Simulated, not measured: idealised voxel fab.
The following process module bears the name voxel capacitor over wiring.
Shown is cross-section cut, with a width of 180 nm and square cells of size 5 nm.
Notation: cross-section as square-cell grid; stated in bands, top first, going down; one or more cell rows per band. Top, bottom (nm), then materials left to right with widths (nm); lone material tagged "throughout" fills the whole band edge to edge; "air" = empty space. It should be noted that heights are counted from 0, beneath which the wafer as supplied is of one material throughout, and that the lowest band possesses no lower boundary but continues downward, as written in "z 0 and below". Width "30->40": first value at the band's top row of cells, second value at its bottom row, equal change from row to row. "remained the same" for a step: no cell of the cross-section changed in that step. Empty spaces without an open route to the top, at least 8 cells in extent, make up the entry "Enclosed cavities"; each is given as width x height at distance, where the distance is measured from the left edge, and all are in nm. On a step's line, text after the settings is the simulator commenting on that step. On any step carrying a mask, the "overlay nm" setting, if present on the step's line, tells how far right of its planned place the mask lay; negative values point to the left.

So here's the lineup of process steps we planned
| 1 | RECEIVE,material Si |
| 2 | CONFORMAL_DEP,material SiO2,thk nm 15 |
| 3 | DIRECTIONAL_DEP,material TiN,thk nm 5 |
| 4 | DIRECTIONAL_DEP,material Ru,thk nm 20 |
| 5 | PATTERN,tone cover,mask id METAL_1,material resist,width nm 25,pitch nm 95,thk nm 20,overlay nm 0 |
| 6 | DIRECTIONAL_ETCH,etch materials Ru,depth nm 20 |
| 7 | DIRECTIONAL_ETCH,etch materials TiN,depth nm 5 |
| 8 | STRIP,etch materials resist |
| 9 | CONFORMAL_DEP,material SiCN,thk nm 5 |
| 10 | FILL_DEP,material lowk,thk nm 5 |
| 11 | CMP,height nm 40 |
| 12 | CONFORMAL_DEP,material SiCN,thk nm 5 |
| 13 | DIRECTIONAL_DEP,material SiO2,thk nm 10 |
| 14 | DIRECTIONAL_DEP,material aC,thk nm 15 |
| 15 | PATTERN,tone open,mask id PLUG_1,material resist,width nm 15,thk nm 35,overlay nm 0 |
| 16 | DIRECTIONAL_ETCH,etch materials aC,depth nm 15 |
| 17 | STRIP,etch materials resist |
| 18 | DIRECTIONAL_ETCH,etch materials SiO2,depth nm 10 |
| 19 | DIRECTIONAL_ETCH,etch materials SiCN,depth nm 5 |
| 20 | STRIP,etch materials aC |
| 21 | EPI,material Ru,thk nm 10 |
| 22 | EPI,material Ru,thk nm 5 |
| 23 | DIRECTIONAL_DEP,material TiN,thk nm 5 |
| 24 | DIRECTIONAL_DEP,material HfO2,thk nm 5 |
| 25 | DIRECTIONAL_DEP,material TiN,thk nm 5 |
| 26 | DIRECTIONAL_DEP,material aC,thk nm 15 |
| 27 | PATTERN,tone cover,mask id UPPER_PLATE,material resist,width nm 75,thk nm 30,overlay nm 0 |
| 28 | DIRECTIONAL_ETCH,etch materials aC,depth nm 15 |
| 29 | STRIP,etch materials resist |
| 30 | DIRECTIONAL_ETCH,etch materials TiN,depth nm 5 |
| 31 | DIRECTIONAL_ETCH,etch materials HfO2,depth nm 5 |
| 32 | STRIP,etch materials aC |
| 33 | DIRECTIONAL_DEP,material aC,thk nm 15 |
| 34 | PATTERN,tone cover,mask id LOWER_PLATE,material resist,width nm 85,thk nm 35,overlay nm 0 |
| 35 | DIRECTIONAL_ETCH,etch materials aC,depth nm 15 |
| 36 | STRIP,etch materials resist |
| 37 | DIRECTIONAL_ETCH,etch materials TiN,depth nm 5 |
| 38 | STRIP,etch materials aC |
| 39 | FILL_DEP,material SiO2,thk nm 15 |
| 40 | CMP,height nm 80 |
| 41 | DIRECTIONAL_DEP,material aC,thk nm 10 |
| 42 | PATTERN,tone open,mask id PLUG_2,material resist,width nm 15,thk nm 30,overlay nm 0 |
| 43 | DIRECTIONAL_ETCH,etch materials aC,depth nm 10 |
| 44 | STRIP,etch materials resist |
| 45 | DIRECTIONAL_ETCH,etch materials SiO2,depth nm 10 |
| 46 | STRIP,etch materials aC |
| 47 | CONFORMAL_DEP,material TiN,thk nm 5 |
| 48 | FILL_DEP,material W,thk nm 10 |
| 49 | CMP,height nm 80 |
| 50 | CONFORMAL_DEP,material SiCN,thk nm 5 |

Wafer cross-section on receipt, i.e. after step 1
z 0 and below | Si throughout
Enclosed cavities: none

Module complete - cross-section of the first of two wafers, run according to plan
z 85 to 80 | SiCN throughout
z 80 to 75 | 50 of SiO2 | 5 of TiN | 5 of W | 5 of TiN | 115 of SiO2
z 75 to 65 | 50->40 of SiO2 | 15->75 of TiN | 115->65 of SiO2
z 65 to 60 | 40 of SiO2 | 75 of HfO2 | 65 of SiO2
z 60 to 55 | 35 of SiO2 | 85 of TiN | 60 of SiO2
z 55 to 45 | 40 of SiO2 | 15 of Ru | 125 of SiO2
z 45 to 40 | 40 of SiCN | 15 of Ru | 125 of SiCN
z 40 to 20 | 25 of lowk | 5 of SiCN | 25 of Ru | 5 of SiCN | 60 of lowk | 5 of SiCN | 25 of Ru | 5 of SiCN | 25 of lowk
z 20 to 15 | 30 of SiCN | 25 of TiN | 70 of SiCN | 25 of TiN | 30 of SiCN
z 15 to 0 | SiO2 throughout
z 0 and below | Si throughout
Enclosed cavities: none

End of module, second wafer, cross-section. Started like the first, planned like the first, run with one mistake
z 85 to 80 | SiCN throughout
z 80 to 75 | 50 of SiO2 | 5 of TiN | 5 of W | 5 of TiN | 115 of SiO2
z 75 to 65 | 50->40 of SiO2 | 15->75 of TiN | 115->65 of SiO2
z 65 to 60 | 40 of SiO2 | 75 of HfO2 | 65 of SiO2
z 60 to 55 | 35 of SiO2 | 85 of TiN | 60 of SiO2
z 55 to 45 | 40 of SiO2 | 15 of Ru | 125 of SiO2
z 45 to 40 | 40 of SiCN | 15 of Ru | 125 of SiCN
z 40 to 35 | 25 of lowk | 5 of SiCN | 25 of Ru | 5 of SiCN | 60 of lowk | 5 of SiCN | 25 of Ru | 5 of SiCN | 25 of lowk
z 35 to 30 | 30 of SiCN | 25 of TiN | 70 of SiCN | 25 of TiN | 30 of SiCN
z 30 to 0 | SiO2 throughout
z 0 and below | Si throughout
Enclosed cavities: none
Run error: plan step 2 ran twice
Heads up, by the end the second wafer has more or fewer cells of some materials compared to the first: Ru: 30 fewer, SiCN: 12 fewer, SiO2: 108 more, lowk: 66 fewer
